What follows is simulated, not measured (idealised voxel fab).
process module | voxel transistor to metal
cross-section cut | 295 nm wide | cells 5 nm
A cross-section is a grid of square cells, given in bands from the top down. A band is one or more rows of cells.
Each band's line starts with the height of the band's top and of its bottom, in nm. Then come its materials from left to right, each with its width in nm. One material with "throughout" fills the band from edge to edge. "air" is empty space.
Height 0 is the level under which the wafer as received is all one material. The lowest band goes on downwards, as in "0 down".
A width such as "30 to 40" changes by the same amount from each row of cells to the next, from the band's top row to its bottom row.
"no change" after a step means that no cell of the cross-section changed.
closed voids: empty space of 8 cells or more with no open way to the top, each as width x height at its distance from the left edge, in nm
after a step's settings: what the simulator itself notes on the step
overlay nm, on a step with a mask: how far to the right of its planned place the mask lay; to the left if negative
plan
1 op RECEIVE | material Si
2 op CONFORMAL_DEP | material SiO2 | thk nm 5
3 op CONFORMAL_DEP | material SiN | thk nm 15
4 op PATTERN | tone cover | mask id ACTIVE | material resist | width nm 110 | pitch nm 140 | thk nm 20 | overlay nm 0
5 op DIRECTIONAL_ETCH | etch materials SiN | depth nm 15
6 op DIRECTIONAL_ETCH | etch materials SiO2 | depth nm 5
7 op DIRECTIONAL_ETCH | etch materials Si | depth nm 35
8 op STRIP | etch materials resist
9 op OXIDIZE | depth nm 5
10 op FILL_DEP | material SiO2 | thk nm 15
11 op CMP | height nm 20
12 op SELECTIVE_ETCH | etch materials SiO2 | depth nm 10
13 op STRIP | etch materials SiN
14 op SELECTIVE_ETCH | etch materials SiO2 | depth nm 5
15 op OXIDIZE | depth nm 5
16 op DIRECTIONAL_DEP | material polySi | thk nm 30
17 op DIRECTIONAL_DEP | material SiCN | thk nm 15
18 op MASKED_ETCH | tone cover | mask id GATE | width nm 20 | pitch nm 140 | etch materials SiCN | depth nm 25 | overlay nm 0
19 op MASKED_ETCH | tone cover | mask id GATE | width nm 20 | pitch nm 140 | etch materials polySi | depth nm 40 | overlay nm 0
20 op CONFORMAL_DEP | material SiO2 | thk nm 5
21 op DIRECTIONAL_ETCH | etch materials SiO2 | depth nm 5
22 op CONFORMAL_DEP | material SiN | thk nm 5
23 op DIRECTIONAL_ETCH | etch materials SiN | depth nm 5
24 op DIRECTIONAL_ETCH | etch materials SiO2 | depth nm 5
25 op EPI | material nSi | thk nm 5
26 op FILL_DEP | material SiO2 | thk nm 5
27 op CMP | height nm 45
28 op DIRECTIONAL_DEP | material SiO2 | thk nm 15
29 op PATTERN | tone open | mask id CONTACT | material resist | width nm 35 | thk nm 15 | overlay nm 0
30 op DIRECTIONAL_ETCH | etch materials SiO2 | depth nm 60
31 op STRIP | etch materials resist
32 op CONFORMAL_DEP | material TiN | thk nm 5
33 op FILL_DEP | material Ru | thk nm 5
34 op CMP | height nm 60
35 op DIRECTIONAL_DEP | material TiN | thk nm 5
36 op DIRECTIONAL_DEP | material Ru | thk nm 15
37 op MASKED_ETCH | tone cover | mask id METAL_1 | width nm 20 | etch materials Ru | depth nm 15 | overlay nm 0
38 op MASKED_ETCH | tone cover | mask id METAL_1 | width nm 20 | etch materials TiN | depth nm 5 | overlay nm 0
39 op FILL_DEP | material SiO2 | thk nm 5
40 op CMP | height nm 80
41 op CONFORMAL_DEP | material SiCN | thk nm 5
42 op DIRECTIONAL_DEP | material lowk | thk nm 30
43 op DIRECTIONAL_DEP | material aC | thk nm 10
44 op PATTERN | tone open | mask id METAL_2 | material resist | width nm 20 | pitch nm 140 | thk nm 30 | overlay nm 0
45 op DIRECTIONAL_ETCH | etch materials aC | depth nm 10
46 op STRIP | etch materials resist
47 op DIRECTIONAL_ETCH | etch materials lowk | depth nm 15
48 op STRIP | etch materials aC
49 op PATTERN | tone open | mask id METAL_2_HOLES | material resist | width nm 15 | pitch nm 140 | thk nm 15 | overlay nm 0
50 op DIRECTIONAL_ETCH | etch materials lowk | depth nm 15
51 op DIRECTIONAL_ETCH | etch materials SiCN | depth nm 5
52 op STRIP | etch materials resist
53 op CONFORMAL_DEP | material TiN | thk nm 5
54 op FILL_DEP | material Ru | thk nm 10
55 op CMP | height nm 115
56 op CONFORMAL_DEP | material SiN | thk nm 5
first wafer, as planned
as received, after step 1
  0 down: Si throughout
  closed voids: none
after step 2
  5 to 0: SiO2 throughout
  below 0: unchanged
after step 3
  20 to 5: SiN throughout
  below 5: unchanged
after step 4
  40 to 20: air 20 | resist 110 | air 30 | resist 110 | air 25
  below 20: unchanged
after step 5
  40 to 20: air 20 | resist 110 | air 30 | resist 110 | air 25
  20 to 5: air 20 | SiN 110 | air 30 | SiN 110 | air 25
  below 5: unchanged
after step 6
  40 to 20: air 20 | resist 110 | air 30 | resist 110 | air 25
  20 to 5: air 20 | SiN 110 | air 30 | SiN 110 | air 25
  5 to 0: air 20 | SiO2 110 | air 30 | SiO2 110 | air 25
  below 0: unchanged
after step 7
  40 to 20: air 20 | resist 110 | air 30 | resist 110 | air 25
  20 to 5: air 20 | SiN 110 | air 30 | SiN 110 | air 25
  5 to 0: air 20 | SiO2 110 | air 30 | SiO2 110 | air 25
  0 to -35: air 20 | Si 110 | air 30 | Si 110 | air 25
  below -35: unchanged
after step 8
  20 to 5: air 20 | SiN 110 | air 30 | SiN 110 | air 25
  below 5: unchanged
after step 9
  20 to 5: air 20 | SiN 110 | air 30 | SiN 110 | air 25
  5 to 0: air 20 | SiO2 110 | air 30 | SiO2 110 | air 25
  0 to -35: air 20 | SiO2 5 | Si 100 | SiO2 5 | air 30 | SiO2 5 | Si 100 | SiO2 5 | air 25
  -35 to -40: SiO2 25 | Si 100 | SiO2 40 | Si 100 | SiO2 30
  below -40: unchanged
after step 10
  35 to 20: SiO2 throughout
  20 to 5: SiO2 20 | SiN 110 | SiO2 30 | SiN 110 | SiO2 25
  5 to 0: SiO2 throughout
  0 to -40: SiO2 25 | Si 100 | SiO2 40 | Si 100 | SiO2 30
  below -40: unchanged
after step 11
  20 to 5: SiO2 20 | SiN 110 | SiO2 30 | SiN 110 | SiO2 25
  below 5: unchanged
after step 12
  20 to 10: air 20 | SiN 110 | air 30 | SiN 110 | air 25
  below 10: unchanged
after step 13
  10 to 5: SiO2 20 | air 110 | SiO2 30 | air 110 | SiO2 25
  below 5: unchanged
after step 14
  5 to 0: SiO2 15 | air 120 | SiO2 20 | air 120 | SiO2 20
  below 0: unchanged
after step 15
  5 to 0: SiO2 15 | air 120 | SiO2 20 | air 120 | SiO2 20
  0 to -5: SiO2 throughout
  below -5: unchanged
after step 16
  35 to 30: polySi 15 | air 120 | polySi 20 | air 120 | polySi 20
  30 to 5: polySi throughout
  5 to 0: SiO2 15 | polySi 120 | SiO2 20 | polySi 120 | SiO2 20
  below 0: unchanged
after step 17
  50 to 45: SiCN 15 | air 120 | SiCN 20 | air 120 | SiCN 20
  45 to 35: SiCN throughout
  35 to 30: polySi 15 | SiCN 120 | polySi 20 | SiCN 120 | polySi 20
  below 30: unchanged
after step 18
  45 to 35: air 65 | SiCN 20 | air 120 | SiCN 20 | air 70
  35 to 30: polySi 15 | air 50 | SiCN 20 | air 50 | polySi 20 | air 50 | SiCN 20 | air 50 | polySi 20
  below 30: unchanged
after step 19
  45 to 30: air 65 | SiCN 20 | air 120 | SiCN 20 | air 70
  30 to 5: air 65 | polySi 20 | air 120 | polySi 20 | air 70
  5 to 0: SiO2 15 | air 50 | polySi 20 | air 50 | SiO2 20 | air 50 | polySi 20 | air 50 | SiO2 20
  below 0: unchanged
after step 20
  50 to 45: air 60 | SiO2 30 | air 110 | SiO2 30 | air 65
  45 to 30: air 60 | SiO2 5 | SiCN 20 | SiO2 5 | air 110 | SiO2 5 | SiCN 20 | SiO2 5 | air 65
  30 to 10: air 60 | SiO2 5 | polySi 20 | SiO2 5 | air 110 | SiO2 5 | polySi 20 | SiO2 5 | air 65
  10 to 5: SiO2 20 | air 40 | SiO2 5 | polySi 20 | SiO2 5 | air 40 | SiO2 30 | air 40 | SiO2 5 | polySi 20 | SiO2 5 | air 40 | SiO2 25
  5 to 0: SiO2 65 | polySi 20 | SiO2 120 | polySi 20 | SiO2 70
  below 0: unchanged
after step 21
  45 to 30: air 60 | SiO2 5 | SiCN 20 | SiO2 5 | air 110 | SiO2 5 | SiCN 20 | SiO2 5 | air 65
  30 to 5: air 60 | SiO2 5 | polySi 20 | SiO2 5 | air 110 | SiO2 5 | polySi 20 | SiO2 5 | air 65
  5 to 0: SiO2 20 | air 40 | SiO2 5 | polySi 20 | SiO2 5 | air 40 | SiO2 30 | air 40 | SiO2 5 | polySi 20 | SiO2 5 | air 40 | SiO2 25
  below 0: unchanged
after step 22
  50 to 45: air 55 | SiN 40 | air 100 | SiN 40 | air 60
  45 to 30: air 55 | SiN 5 | SiO2 5 | SiCN 20 | SiO2 5 | SiN 5 | air 100 | SiN 5 | SiO2 5 | SiCN 20 | SiO2 5 | SiN 5 | air 60
  30 to 10: air 55 | SiN 5 | SiO2 5 | polySi 20 | SiO2 5 | SiN 5 | air 100 | SiN 5 | SiO2 5 | polySi 20 | SiO2 5 | SiN 5 | air 60
  10 to 5: SiN 25 | air 30 | SiN 5 | SiO2 5 | polySi 20 | SiO2 5 | SiN 5 | air 30 | SiN 40 | air 30 | SiN 5 | SiO2 5 | polySi 20 | SiO2 5 | SiN 5 | air 30 | SiN 30
  5 to 0: SiO2 20 | SiN 40 | SiO2 5 | polySi 20 | SiO2 5 | SiN 40 | SiO2 30 | SiN 40 | SiO2 5 | polySi 20 | SiO2 5 | SiN 40 | SiO2 25
  below 0: unchanged
after step 23
  45 to 30: air 55 | SiN 5 | SiO2 5 | SiCN 20 | SiO2 5 | SiN 5 | air 100 | SiN 5 | SiO2 5 | SiCN 20 | SiO2 5 | SiN 5 | air 60
  30 to 5: air 55 | SiN 5 | SiO2 5 | polySi 20 | SiO2 5 | SiN 5 | air 100 | SiN 5 | SiO2 5 | polySi 20 | SiO2 5 | SiN 5 | air 60
  5 to 0: SiO2 20 | SiN 5 | air 30 | SiN 5 | SiO2 5 | polySi 20 | SiO2 5 | SiN 5 | air 30 | SiN 5 | SiO2 30 | SiN 5 | air 30 | SiN 5 | SiO2 5 | polySi 20 | SiO2 5 | SiN 5 | air 30 | SiN 5 | SiO2 25
  below 0: unchanged
after step 24
  45 to 40: air 55 | SiN 5 | air 5 | SiCN 20 | air 5 | SiN 5 | air 100 | SiN 5 | air 5 | SiCN 20 | air 5 | SiN 5 | air 60
  40 to 30: air 55 | SiN 5 | SiO2 5 | SiCN 20 | SiO2 5 | SiN 5 | air 100 | SiN 5 | SiO2 5 | SiCN 20 | SiO2 5 | SiN 5 | air 60
  30 to 5: air 55 | SiN 5 | SiO2 5 | polySi 20 | SiO2 5 | SiN 5 | air 100 | SiN 5 | SiO2 5 | polySi 20 | SiO2 5 | SiN 5 | air 60
  5 to 0: air 20 | SiN 5 | air 30 | SiN 5 | SiO2 5 | polySi 20 | SiO2 5 | SiN 5 | air 30 | SiN 5 | air 30 | SiN 5 | air 30 | SiN 5 | SiO2 5 | polySi 20 | SiO2 5 | SiN 5 | air 30 | SiN 5 | air 25
  0 to -5: SiO2 25 | air 30 | SiO2 40 | air 30 | SiO2 40 | air 30 | SiO2 40 | air 30 | SiO2 30
  below -5: unchanged
after step 25
  45 to 40: air 55 | SiN 5 | air 5 | SiCN 20 | air 5 | SiN 5 | air 100 | SiN 5 | air 5 | SiCN 20 | air 5 | SiN 5 | air 60
  40 to 30: air 55 | SiN 5 | SiO2 5 | SiCN 20 | SiO2 5 | SiN 5 | air 100 | SiN 5 | SiO2 5 | SiCN 20 | SiO2 5 | SiN 5 | air 60
  30 to 5: air 55 | SiN 5 | SiO2 5 | polySi 20 | SiO2 5 | SiN 5 | air 100 | SiN 5 | SiO2 5 | polySi 20 | SiO2 5 | SiN 5 | air 60
  5 to 0: air 20 | SiN 5 | air 30 | SiN 5 | SiO2 5 | polySi 20 | SiO2 5 | SiN 5 | air 30 | SiN 5 | air 30 | SiN 5 | air 30 | SiN 5 | SiO2 5 | polySi 20 | SiO2 5 | SiN 5 | air 30 | SiN 5 | air 25
  0 to -5: SiO2 25 | nSi 30 | SiO2 40 | nSi 30 | SiO2 40 | nSi 30 | SiO2 40 | nSi 30 | SiO2 30
  below -5: unchanged
after step 26
  50 to 45: SiO2 throughout
  45 to 30: SiO2 55 | SiN 5 | SiO2 5 | SiCN 20 | SiO2 5 | SiN 5 | SiO2 100 | SiN 5 | SiO2 5 | SiCN 20 | SiO2 5 | SiN 5 | SiO2 60
  30 to 5: SiO2 55 | SiN 5 | SiO2 5 | polySi 20 | SiO2 5 | SiN 5 | SiO2 100 | SiN 5 | SiO2 5 | polySi 20 | SiO2 5 | SiN 5 | SiO2 60
  5 to 0: SiO2 20 | SiN 5 | SiO2 30 | SiN 5 | SiO2 5 | polySi 20 | SiO2 5 | SiN 5 | SiO2 30 | SiN 5 | SiO2 30 | SiN 5 | SiO2 30 | SiN 5 | SiO2 5 | polySi 20 | SiO2 5 | SiN 5 | SiO2 30 | SiN 5 | SiO2 25
  below 0: unchanged
after step 27
  45 to 30: SiO2 55 | SiN 5 | SiO2 5 | SiCN 20 | SiO2 5 | SiN 5 | SiO2 100 | SiN 5 | SiO2 5 | SiCN 20 | SiO2 5 | SiN 5 | SiO2 60
  below 30: unchanged
after step 28
  60 to 45: SiO2 throughout
  below 45: unchanged
after step 29
  75 to 60: resist 25 | air 35 | resist 30 | air 35 | resist 40 | air 35 | resist 30 | air 35 | resist 30
  below 60: unchanged
after step 30
  75 to 60: resist 25 | air 35 | resist 30 | air 35 | resist 40 | air 35 | resist 30 | air 35 | resist 30
  60 to 45: SiO2 25 | air 35 | SiO2 30 | air 35 | SiO2 40 | air 35 | SiO2 30 | air 35 | SiO2 30
  45 to 30: SiO2 25 | air 30 | SiN 5 | SiO2 5 | SiCN 20 | SiO2 5 | SiN 5 | air 30 | SiO2 40 | air 30 | SiN 5 | SiO2 5 | SiCN 20 | SiO2 5 | SiN 5 | air 30 | SiO2 30
  30 to 5: SiO2 25 | air 30 | SiN 5 | SiO2 5 | polySi 20 | SiO2 5 | SiN 5 | air 30 | SiO2 40 | air 30 | SiN 5 | SiO2 5 | polySi 20 | SiO2 5 | SiN 5 | air 30 | SiO2 30
  5 to 0: SiO2 20 | SiN 5 | air 30 | SiN 5 | SiO2 5 | polySi 20 | SiO2 5 | SiN 5 | air 30 | SiN 5 | SiO2 30 | SiN 5 | air 30 | SiN 5 | SiO2 5 | polySi 20 | SiO2 5 | SiN 5 | air 30 | SiN 5 | SiO2 25
  below 0: unchanged
after step 31
  60 to 45: SiO2 25 | air 35 | SiO2 30 | air 35 | SiO2 40 | air 35 | SiO2 30 | air 35 | SiO2 30
  below 45: unchanged
after step 32
  65 to 60: TiN 30 | air 25 | TiN 40 | air 25 | TiN 50 | air 25 | TiN 40 | air 25 | TiN 35
  60 to 50: SiO2 25 | TiN 5 | air 25 | TiN 5 | SiO2 30 | TiN 5 | air 25 | TiN 5 | SiO2 40 | TiN 5 | air 25 | TiN 5 | SiO2 30 | TiN 5 | air 25 | TiN 5 | SiO2 30
  50 to 45: SiO2 25 | TiN 5 | air 20 | TiN 10 | SiO2 30 | TiN 10 | air 20 | TiN 5 | SiO2 40 | TiN 5 | air 20 | TiN 10 | SiO2 30 | TiN 10 | air 20 | TiN 5 | SiO2 30
  45 to 30: SiO2 25 | TiN 5 | air 20 | TiN 5 | SiN 5 | SiO2 5 | SiCN 20 | SiO2 5 | SiN 5 | TiN 5 | air 20 | TiN 5 | SiO2 40 | TiN 5 | air 20 | TiN 5 | SiN 5 | SiO2 5 | SiCN 20 | SiO2 5 | SiN 5 | TiN 5 | air 20 | TiN 5 | SiO2 30
  30 to 5: SiO2 25 | TiN 5 | air 20 | TiN 5 | SiN 5 | SiO2 5 | polySi 20 | SiO2 5 | SiN 5 | TiN 5 | air 20 | TiN 5 | SiO2 40 | TiN 5 | air 20 | TiN 5 | SiN 5 | SiO2 5 | polySi 20 | SiO2 5 | SiN 5 | TiN 5 | air 20 | TiN 5 | SiO2 30
  5 to 0: SiO2 20 | SiN 5 | TiN 30 | SiN 5 | SiO2 5 | polySi 20 | SiO2 5 | SiN 5 | TiN 30 | SiN 5 | SiO2 30 | SiN 5 | TiN 30 | SiN 5 | SiO2 5 | polySi 20 | SiO2 5 | SiN 5 | TiN 30 | SiN 5 | SiO2 25
  below 0: unchanged
after step 33
  70 to 65: Ru throughout
  65 to 60: TiN 30 | Ru 25 | TiN 40 | Ru 25 | TiN 50 | Ru 25 | TiN 40 | Ru 25 | TiN 35
  60 to 50: SiO2 25 | TiN 5 | Ru 25 | TiN 5 | SiO2 30 | TiN 5 | Ru 25 | TiN 5 | SiO2 40 | TiN 5 | Ru 25 | TiN 5 | SiO2 30 | TiN 5 | Ru 25 | TiN 5 | SiO2 30
  50 to 45: SiO2 25 | TiN 5 | Ru 20 | TiN 10 | SiO2 30 | TiN 10 | Ru 20 | TiN 5 | SiO2 40 | TiN 5 | Ru 20 | TiN 10 | SiO2 30 | TiN 10 | Ru 20 | TiN 5 | SiO2 30
  45 to 30: SiO2 25 | TiN 5 | Ru 20 | TiN 5 | SiN 5 | SiO2 5 | SiCN 20 | SiO2 5 | SiN 5 | TiN 5 | Ru 20 | TiN 5 | SiO2 40 | TiN 5 | Ru 20 | TiN 5 | SiN 5 | SiO2 5 | SiCN 20 | SiO2 5 | SiN 5 | TiN 5 | Ru 20 | TiN 5 | SiO2 30
  30 to 5: SiO2 25 | TiN 5 | Ru 20 | TiN 5 | SiN 5 | SiO2 5 | polySi 20 | SiO2 5 | SiN 5 | TiN 5 | Ru 20 | TiN 5 | SiO2 40 | TiN 5 | Ru 20 | TiN 5 | SiN 5 | SiO2 5 | polySi 20 | SiO2 5 | SiN 5 | TiN 5 | Ru 20 | TiN 5 | SiO2 30
  below 5: unchanged
after step 34
  60 to 50: SiO2 25 | TiN 5 | Ru 25 | TiN 5 | SiO2 30 | TiN 5 | Ru 25 | TiN 5 | SiO2 40 | TiN 5 | Ru 25 | TiN 5 | SiO2 30 | TiN 5 | Ru 25 | TiN 5 | SiO2 30
  below 50: unchanged
after step 35
  65 to 60: TiN throughout
  below 60: unchanged
after step 36
  80 to 65: Ru throughout
  below 65: unchanged
after step 37
  80 to 65: air 25 | Ru 20 | air 60 | Ru 20 | air 40 | Ru 20 | air 60 | Ru 20 | air 30
  below 65: unchanged
after step 38
  80 to 65: air 25 | Ru 20 | air 60 | Ru 20 | air 40 | Ru 20 | air 60 | Ru 20 | air 30
  65 to 60: air 25 | TiN 20 | air 60 | TiN 20 | air 40 | TiN 20 | air 60 | TiN 20 | air 30
  below 60: unchanged
after step 39
  85 to 80: SiO2 throughout
  80 to 65: SiO2 25 | Ru 20 | SiO2 60 | Ru 20 | SiO2 40 | Ru 20 | SiO2 60 | Ru 20 | SiO2 30
  65 to 60: SiO2 25 | TiN 20 | SiO2 60 | TiN 20 | SiO2 40 | TiN 20 | SiO2 60 | TiN 20 | SiO2 30
  below 60: unchanged
after step 40
  80 to 65: SiO2 25 | Ru 20 | SiO2 60 | Ru 20 | SiO2 40 | Ru 20 | SiO2 60 | Ru 20 | SiO2 30
  below 65: unchanged
after step 41
  85 to 80: SiCN throughout
  below 80: unchanged
after step 42
  115 to 85: lowk throughout
  below 85: unchanged
after step 43
  125 to 115: aC throughout
  below 115: unchanged
after step 44
  155 to 125: resist 25 | air 20 | resist 120 | air 20 | resist 110
  below 125: unchanged
after step 45
  145 to 125: resist 25 | air 20 | resist 120 | air 20 | resist 110
  125 to 115: aC 25 | air 20 | aC 120 | air 20 | aC 110
  below 115: unchanged
after step 46
  125 to 115: aC 25 | air 20 | aC 120 | air 20 | aC 110
  below 115: unchanged
after step 47
  125 to 115: aC 25 | air 20 | aC 120 | air 20 | aC 110
  115 to 100: lowk 25 | air 20 | lowk 120 | air 20 | lowk 110
  below 100: unchanged
after step 48
  115 to 100: lowk 25 | air 20 | lowk 120 | air 20 | lowk 110
  below 100: unchanged
after step 49
  130 to 115: resist 25 | air 15 | resist 125 | air 15 | resist 115
  115 to 100: lowk 25 | air 15 | resist 5 | lowk 120 | air 15 | resist 5 | lowk 110
  below 100: unchanged
after step 50
  130 to 115: resist 25 | air 15 | resist 125 | air 15 | resist 115
  115 to 100: lowk 25 | air 15 | resist 5 | lowk 120 | air 15 | resist 5 | lowk 110
  100 to 85: lowk 25 | air 15 | lowk 125 | air 15 | lowk 115
  below 85: unchanged
after step 51
  130 to 115: resist 25 | air 15 | resist 125 | air 15 | resist 115
  115 to 100: lowk 25 | air 15 | resist 5 | lowk 120 | air 15 | resist 5 | lowk 110
  100 to 85: lowk 25 | air 15 | lowk 125 | air 15 | lowk 115
  85 to 80: SiCN 25 | air 15 | SiCN 125 | air 15 | SiCN 115
  below 80: unchanged
after step 52
  115 to 100: lowk 25 | air 20 | lowk 120 | air 20 | lowk 110
  below 100: unchanged
after step 53
  120 to 115: TiN 30 | air 10 | TiN 130 | air 10 | TiN 115
  115 to 105: lowk 25 | TiN 5 | air 10 | TiN 5 | lowk 120 | TiN 5 | air 10 | TiN 5 | lowk 110
  105 to 100: lowk 25 | TiN 5 | air 5 | TiN 10 | lowk 120 | TiN 5 | air 5 | TiN 10 | lowk 110
  100 to 85: lowk 25 | TiN 5 | air 5 | TiN 5 | lowk 125 | TiN 5 | air 5 | TiN 5 | lowk 115
  85 to 80: SiCN 25 | TiN 15 | SiCN 125 | TiN 15 | SiCN 115
  below 80: unchanged
after step 54
  130 to 120: Ru throughout
  120 to 115: TiN 30 | Ru 10 | TiN 130 | Ru 10 | TiN 115
  115 to 105: lowk 25 | TiN 5 | Ru 10 | TiN 5 | lowk 120 | TiN 5 | Ru 10 | TiN 5 | lowk 110
  105 to 100: lowk 25 | TiN 5 | Ru 5 | TiN 10 | lowk 120 | TiN 5 | Ru 5 | TiN 10 | lowk 110
  100 to 85: lowk 25 | TiN 5 | Ru 5 | TiN 5 | lowk 125 | TiN 5 | Ru 5 | TiN 5 | lowk 115
  below 85: unchanged
after step 55
  115 to 105: lowk 25 | TiN 5 | Ru 10 | TiN 5 | lowk 120 | TiN 5 | Ru 10 | TiN 5 | lowk 110
  below 105: unchanged
after step 56
  120 to 115: SiN throughout
  below 115: unchanged
second wafer: like start, like plan, one mistake. Through step 33 it matches the first wafer
when step 34 should have ended
  55 to 45: SiO2 25 | TiN 5 | Ru 25 to 20 | TiN 5 to 10 | SiO2 30 | TiN 5 to 10 | Ru 25 to 20 | TiN 5 | SiO2 40 | TiN 5 | Ru 25 to 20 | TiN 5 to 10 | SiO2 30 | TiN 5 to 10 | Ru 25 to 20 | TiN 5 | SiO2 30
  below 45: unchanged
when step 35 should have ended
  60 to 55: TiN throughout
  below 55: unchanged
when step 36 should have ended
  75 to 60: Ru throughout
  below 60: unchanged
when step 37 should have ended
  75 to 60: air 25 | Ru 20 | air 60 | Ru 20 | air 40 | Ru 20 | air 60 | Ru 20 | air 30
  below 60: unchanged
when step 38 should have ended
  75 to 60: air 25 | Ru 20 | air 60 | Ru 20 | air 40 | Ru 20 | air 60 | Ru 20 | air 30
  60 to 55: air 25 | TiN 20 | air 60 | TiN 20 | air 40 | TiN 20 | air 60 | TiN 20 | air 30
  below 55: unchanged
when step 39 should have ended
  80 to 75: SiO2 throughout
  75 to 60: SiO2 25 | Ru 20 | SiO2 60 | Ru 20 | SiO2 40 | Ru 20 | SiO2 60 | Ru 20 | SiO2 30
  60 to 55: SiO2 25 | TiN 20 | SiO2 60 | TiN 20 | SiO2 40 | TiN 20 | SiO2 60 | TiN 20 | SiO2 30
  below 55: unchanged
when step 40 should have ended: no change
when step 41 should have ended
  85 to 80: SiCN throughout
  below 80: unchanged
when step 42 should have ended
  115 to 85: lowk throughout
  below 85: unchanged
when step 43 should have ended
  125 to 115: aC throughout
  below 115: unchanged
when step 44 should have ended
  155 to 125: resist 25 | air 20 | resist 120 | air 20 | resist 110
  below 125: unchanged
when step 45 should have ended
  145 to 125: resist 25 | air 20 | resist 120 | air 20 | resist 110
  125 to 115: aC 25 | air 20 | aC 120 | air 20 | aC 110
  below 115: unchanged
when step 46 should have ended
  125 to 115: aC 25 | air 20 | aC 120 | air 20 | aC 110
  below 115: unchanged
when step 47 should have ended
  125 to 115: aC 25 | air 20 | aC 120 | air 20 | aC 110
  115 to 100: lowk 25 | air 20 | lowk 120 | air 20 | lowk 110
  below 100: unchanged
when step 48 should have ended
  115 to 100: lowk 25 | air 20 | lowk 120 | air 20 | lowk 110
  below 100: unchanged
when step 49 should have ended
  130 to 115: resist 25 | air 15 | resist 125 | air 15 | resist 115
  115 to 100: lowk 25 | air 15 | resist 5 | lowk 120 | air 15 | resist 5 | lowk 110
  below 100: unchanged
when step 50 should have ended
  130 to 115: resist 25 | air 15 | resist 125 | air 15 | resist 115
  115 to 100: lowk 25 | air 15 | resist 5 | lowk 120 | air 15 | resist 5 | lowk 110
  100 to 85: lowk 25 | air 15 | lowk 125 | air 15 | lowk 115
  below 85: unchanged
when step 51 should have ended
  130 to 115: resist 25 | air 15 | resist 125 | air 15 | resist 115
  115 to 100: lowk 25 | air 15 | resist 5 | lowk 120 | air 15 | resist 5 | lowk 110
  100 to 85: lowk 25 | air 15 | lowk 125 | air 15 | lowk 115
  85 to 80: SiCN 25 | air 15 | SiCN 125 | air 15 | SiCN 115
  below 80: unchanged
when step 52 should have ended
  115 to 100: lowk 25 | air 20 | lowk 120 | air 20 | lowk 110
  below 100: unchanged
when step 53 should have ended
  120 to 115: TiN 30 | air 10 | TiN 130 | air 10 | TiN 115
  115 to 105: lowk 25 | TiN 5 | air 10 | TiN 5 | lowk 120 | TiN 5 | air 10 | TiN 5 | lowk 110
  105 to 100: lowk 25 | TiN 5 | air 5 | TiN 10 | lowk 120 | TiN 5 | air 5 | TiN 10 | lowk 110
  100 to 85: lowk 25 | TiN 5 | air 5 | TiN 5 | lowk 125 | TiN 5 | air 5 | TiN 5 | lowk 115
  85 to 80: SiCN 25 | TiN 15 | SiCN 125 | TiN 15 | SiCN 115
  below 80: unchanged
when step 54 should have ended
  130 to 120: Ru throughout
  120 to 115: TiN 30 | Ru 10 | TiN 130 | Ru 10 | TiN 115
  115 to 105: lowk 25 | TiN 5 | Ru 10 | TiN 5 | lowk 120 | TiN 5 | Ru 10 | TiN 5 | lowk 110
  105 to 100: lowk 25 | TiN 5 | Ru 5 | TiN 10 | lowk 120 | TiN 5 | Ru 5 | TiN 10 | lowk 110
  100 to 85: lowk 25 | TiN 5 | Ru 5 | TiN 5 | lowk 125 | TiN 5 | Ru 5 | TiN 5 | lowk 115
  below 85: unchanged
when step 55 should have ended
  115 to 105: lowk 25 | TiN 5 | Ru 10 | TiN 5 | lowk 120 | TiN 5 | Ru 10 | TiN 5 | lowk 110
  below 105: unchanged
when step 56 should have ended
  120 to 115: SiN throughout
  below 115: unchanged
what went wrong: step 34 ran as: op CMP | height nm 55
at the end the second wafer has, in cells: 20 fewer of Ru | 28 more of SiO2 | 8 fewer of TiN
